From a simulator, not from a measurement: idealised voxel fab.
process module | voxel capacitor over wiring
cross-section cut | 275 nm wide | cells 5 nm
A cross-section is a grid of square cells, given in bands from the top down. A band is one or more rows of cells.
Each band's line starts with the height of the band's top and of its bottom, in nm. Then come its materials from left to right, each with its width in nm. One material with "throughout" fills the band from edge to edge. "air" is empty space.
Height 0 is the level under which the wafer as received is all one material. The lowest band goes on downwards, as in "0 down".
A width such as "30 to 40" changes by the same amount from each row of cells to the next, from the band's top row to its bottom row.
"no change" after a step means that no cell of the cross-section changed.
closed voids: empty space of 8 cells or more with no open way to the top, each as width x height at its distance from the left edge, in nm
after a step's settings: what the simulator itself notes on the step
overlay nm, on a step with a mask: how far to the right of its planned place the mask lay; to the left if negative
plan
1 op RECEIVE | material Si
2 op CONFORMAL_DEP | material SiO2 | thk nm 10
3 op CONFORMAL_DEP | material SiCN | thk nm 5
4 op DIRECTIONAL_DEP | material lowk | thk nm 20
5 op MASKED_ETCH | tone open | mask id METAL_1 | width nm 30 | pitch nm 90 | etch materials lowk | depth nm 20 | overlay nm 0
6 op MASKED_ETCH | tone open | mask id METAL_1 | width nm 30 | pitch nm 90 | etch materials SiCN | depth nm 5 | overlay nm 0
7 op CONFORMAL_DEP | material TiN | thk nm 5
8 op FILL_DEP | material Cu | thk nm 5
9 op CMP | height nm 35
10 op CONFORMAL_DEP | material SiCN | thk nm 5
11 op DIRECTIONAL_DEP | material SiO2 | thk nm 15
12 op PATTERN | tone open | mask id PLUG_1 | material resist | width nm 15 | thk nm 20 | overlay nm 0
13 op DIRECTIONAL_ETCH | etch materials SiO2 | depth nm 15
14 op DIRECTIONAL_ETCH | etch materials SiCN | depth nm 5
15 op STRIP | etch materials resist
16 op CONFORMAL_DEP | material TiN | thk nm 5
17 op FILL_DEP | material Ru | thk nm 10
18 op CMP | height nm 55
19 op DIRECTIONAL_DEP | material TiN | thk nm 5
20 op DIRECTIONAL_DEP | material SiN | thk nm 5
21 op DIRECTIONAL_DEP | material TiN | thk nm 5
22 op MASKED_ETCH | tone cover | mask id UPPER_PLATE | width nm 65 | etch materials TiN | depth nm 5 | overlay nm 0
23 op MASKED_ETCH | tone cover | mask id UPPER_PLATE | width nm 65 | etch materials SiN | depth nm 5 | overlay nm 0
24 op PATTERN | tone cover | mask id LOWER_PLATE | material resist | width nm 75 | thk nm 15 | overlay nm 0
25 op DIRECTIONAL_ETCH | etch materials TiN | depth nm 5
26 op STRIP | etch materials resist
27 op FILL_DEP | material SiO2 | thk nm 20
28 op CMP | height nm 85
29 op MASKED_ETCH | tone open | mask id PLUG_2 | width nm 15 | etch materials SiO2 | depth nm 15 | overlay nm 0
30 op CONFORMAL_DEP | material TiN | thk nm 5
31 op FILL_DEP | material Ru | thk nm 5
32 op CMP | height nm 85
33 op CONFORMAL_DEP | material SiN | thk nm 5
as received, after step 1
  0 down: Si throughout
  closed voids: none
first wafer at the end, as planned
  90 to 85: SiN throughout
  85 to 75: SiO2 100 | TiN 5 | Ru 5 | TiN 5 | SiO2 160
  75 to 65: SiO2 100 to 90 | TiN 15 to 65 | SiO2 160 to 120
  65 to 60: SiO2 90 | SiN 65 | SiO2 120
  60 to 55: SiO2 85 | TiN 75 | SiO2 115
  55 to 40: SiO2 90 | TiN 5 | Ru 5 | TiN 5 | SiO2 170
  40 to 35: SiCN 90 | TiN 15 | SiCN 170
  35 to 15: lowk 75 | TiN 5 | Cu 20 | TiN 5 | lowk 60 | TiN 5 | Cu 20 | TiN 5 | lowk 80
  15 to 10: SiCN 75 | TiN 30 | SiCN 60 | TiN 30 | SiCN 80
  10 to 0: SiO2 throughout
  0 down: Si throughout
  closed voids: none
second wafer at the end: like start, like plan, one mistake
  90 to 85: SiN throughout
  85 to 75: SiO2 100 | TiN 5 | Ru 5 | TiN 5 | SiO2 160
  75 to 65: SiO2 100 to 90 | TiN 15 to 65 | SiO2 160 to 120
  65 to 60: SiO2 90 | SiN 65 | SiO2 120
  60 to 55: SiO2 85 | TiN 75 | SiO2 115
  55 to 40: SiO2 90 | TiN 5 | Ru 5 | TiN 5 | SiO2 170
  40 to 35: SiCN 90 | TiN 15 | SiCN 170
  35 to 30: TiN 80 | Cu 20 | TiN 70 | Cu 20 | TiN 85
  30 to 15: lowk 75 | TiN 5 | Cu 20 | TiN 5 | lowk 60 | TiN 5 | Cu 20 | TiN 5 | lowk 80
  15 to 10: lowk 75 | TiN 30 | lowk 60 | TiN 30 | lowk 80
  10 to 0: SiO2 throughout
  0 down: Si throughout
  closed voids: none
what went wrong: step 3 was left out
at the end the second wafer has, in cells: 43 fewer of SiCN | 43 more of TiN
